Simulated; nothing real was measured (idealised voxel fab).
process module | voxel tone inversion
cross-section cut | 155 nm wide | cells 5 nm
A cross-section is a grid of square cells, given in bands from the top down. A band is one or more rows of cells.
Each band's line starts with the height of the band's top and of its bottom, in nm. Then come its materials from left to right, each with its width in nm. One material with "throughout" fills the band from edge to edge. "air" is empty space.
Height 0 is the level under which the wafer as received is all one material. The lowest band goes on downwards, as in "0 down".
A width such as "30 to 40" changes by the same amount from each row of cells to the next, from the band's top row to its bottom row.
"no change" after a step means that no cell of the cross-section changed.
closed voids: empty space of 8 cells or more with no open way to the top, each as width x height at its distance from the left edge, in nm
after a step's settings: what the simulator itself notes on the step
overlay nm, on a step with a mask: how far to the right of its planned place the mask lay; to the left if negative
plan
1 op RECEIVE | material Si
2 op CONFORMAL_DEP | material SiCN | thk nm 10
3 op DIRECTIONAL_DEP | material aC | thk nm 25
4 op PATTERN | tone cover | mask id POSTS | material resist | width nm 20 | pitch nm 40 | thk nm 30 | overlay nm 0
5 op DIRECTIONAL_ETCH | etch materials aC | depth nm 25
6 op STRIP | etch materials resist
7 op FILL_DEP | material lowk | thk nm 5
8 op CMP | height nm 35
9 op STRIP | etch materials aC
first wafer, as planned
as received, after step 1
  0 down: Si throughout
  closed voids: none
after step 2
  10 to 0: SiCN throughout
  below 0: unchanged
after step 3
  35 to 10: aC throughout
  below 10: unchanged
after step 4
  65 to 35: air 25 | resist 20 | air 20 | resist 20 | air 20 | resist 20 | air 30
  below 35: unchanged
after step 5
  40 to 35: air 25 | resist 20 | air 20 | resist 20 | air 20 | resist 20 | air 30
  35 to 10: air 25 | aC 20 | air 20 | aC 20 | air 20 | aC 20 | air 30
  below 10: unchanged
after step 6
  35 to 10: air 25 | aC 20 | air 20 | aC 20 | air 20 | aC 20 | air 30
  below 10: unchanged
after step 7
  40 to 35: lowk throughout
  35 to 10: lowk 25 | aC 20 | lowk 20 | aC 20 | lowk 20 | aC 20 | lowk 30
  below 10: unchanged
after step 8
  35 to 10: lowk 25 | aC 20 | lowk 20 | aC 20 | lowk 20 | aC 20 | lowk 30
  below 10: unchanged
after step 9
  35 to 10: lowk 25 | air 20 | lowk 20 | air 20 | lowk 20 | air 20 | lowk 30
  below 10: unchanged
second wafer: like start, like plan, one mistake. Through step 3 it matches the first wafer
when step 4 should have ended
  65 to 35: air 30 | resist 20 | air 20 | resist 20 | air 20 | resist 20 | air 25
  below 35: unchanged
when step 5 should have ended
  40 to 35: air 30 | resist 20 | air 20 | resist 20 | air 20 | resist 20 | air 25
  35 to 10: air 30 | aC 20 | air 20 | aC 20 | air 20 | aC 20 | air 25
  below 10: unchanged
when step 6 should have ended
  35 to 10: air 30 | aC 20 | air 20 | aC 20 | air 20 | aC 20 | air 25
  below 10: unchanged
when step 7 should have ended
  40 to 35: lowk throughout
  35 to 10: lowk 30 | aC 20 | lowk 20 | aC 20 | lowk 20 | aC 20 | lowk 25
  below 10: unchanged
when step 8 should have ended
  35 to 10: lowk 30 | aC 20 | lowk 20 | aC 20 | lowk 20 | aC 20 | lowk 25
  below 10: unchanged
when step 9 should have ended
  35 to 10: lowk 30 | air 20 | lowk 20 | air 20 | lowk 20 | air 20 | lowk 25
  below 10: unchanged
what went wrong: step 4 ran as: op PATTERN | tone cover | mask id POSTS | material resist | width nm 20 | pitch nm 40 | thk nm 30 | overlay nm 5
at the end the second wafer has, in cells: as many of each material as the first, in other places
